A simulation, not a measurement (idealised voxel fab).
A process module follows: voxel ribs on slabs.
Shown is cross-section cut, with a width of 260 nm and square cells of size 5 nm.
A cross-section in this document is a grid of square cells, and it is written down as bands, the top band listed before the ones below it; a band is made up of one or more rows of cells. Heads up on the band format: heights come first, top then bottom, in nm. After that it's the materials left to right, each with its width in nm. A single material flagged "everywhere" fills the whole band edge to edge, and "air" means there's empty space there. Height datum 0, below which the as-received substrate wafer is one material. Lowest band open at the bottom, running downward: "top 0, no bottom". Width spec "30 to 40" -> top row of cells at first value, bottom row at second value, equal per-row change in between. "nothing altered" means the step left every cell of the cross-section as it was. The list in "Fully sealed voids" covers empty spaces of 8 cells or more that cannot reach the top through any open way, and it gives each as width x height at distance; the distance is from the left edge, and width, height and distance are in nm. Formally, on a step line, whatever follows the settings is a remark that the simulator itself makes on the step. "overlay nm" denotes, for a step that has a mask, the displacement of the mask to the right of its planned place, with negative values corresponding to the left.
THESE ARE THE STEPS WE PLANNED FOR THE PROCESS
| 1 | RECEIVE | material Si |
| 2 | DIRECTIONAL_DEP | material SiO2 | thk nm 25 |
| 3 | DIRECTIONAL_DEP | material SiN | thk nm 20 |
| 4 | MASKED_ETCH | tone cover | mask id RIB | width nm 30 | etch materials SiN | depth nm 5 | overlay nm 0 |
| 5 | DIRECTIONAL_DEP | material aC | thk nm 10 |
| 6 | PATTERN | tone cover | mask id SLAB | material resist | width nm 80 | thk nm 25 | overlay nm 0 |
| 7 | DIRECTIONAL_ETCH | etch materials aC | depth nm 10 |
| 8 | STRIP | etch materials resist |
| 9 | DIRECTIONAL_ETCH | etch materials SiN | depth nm 15 |
| 10 | STRIP | etch materials aC |
| 11 | FILL_DEP | material SiO2 | thk nm 20 |
| 12 | CMP | height nm 55 |
| 13 | DIRECTIONAL_DEP | material W | thk nm 10 |
| 14 | MASKED_ETCH | tone cover | mask id HEATER | width nm 40 | etch materials W | depth nm 10 | overlay nm 0 |
| 15 | CONFORMAL_DEP | material SiN | thk nm 5 |
HERE'S WHAT THE WAFER LOOKED LIKE IN CROSS-SECTION WHEN IT ARRIVED - THAT'S AFTER STEP 1
- top 0, no bottom  Si everywhere
- Fully sealed voids: none
CROSS-SECTIONAL IMAGE OF THE FIRST OF TWO WAFERS AT THE END OF THE MODULE, THE RUN HAVING PROCEEDED AS PLANNED
- top 70, bottom 65  air: 105, SiN: 50, air: 105
- top 65, bottom 60  air: 105, SiN: 5, W: 40, SiN: 5, air: 105
- top 60, bottom 55  SiN: 110, W: 40, SiN: 110
- top 55, bottom 45  SiO2 everywhere
- top 45, bottom 40  SiO2: 115, SiN: 30, SiO2: 115
- top 40, bottom 25  SiO2: 90, SiN: 80, SiO2: 90
- top 25, bottom 0  SiO2 everywhere
- top 0, no bottom  Si everywhere
- Fully sealed voids: none
THIS CROSS-SECTION BELONGS TO THE SECOND WAFER OF TWO AT THE END OF THE MODULE; THE START AND THE PLAN WERE SHARED WITH THE FIRST, AND THE RUN INCLUDED ONE MISTAKE
- top 65, bottom 55  air: 110, W: 40, air: 110
- top 55, bottom 45  SiO2 everywhere
- top 45, bottom 40  SiO2: 115, SiN: 30, SiO2: 115
- top 40, bottom 25  SiO2: 90, SiN: 80, SiO2: 90
- top 25, bottom 0  SiO2 everywhere
- top 0, no bottom  Si everywhere
- Fully sealed voids: none
Run error: step 15 from the plan never happened, it was just skipped
Wafer comparison, final, in cells, second relative to first, materials more or fewer: SiN: 56 fewer
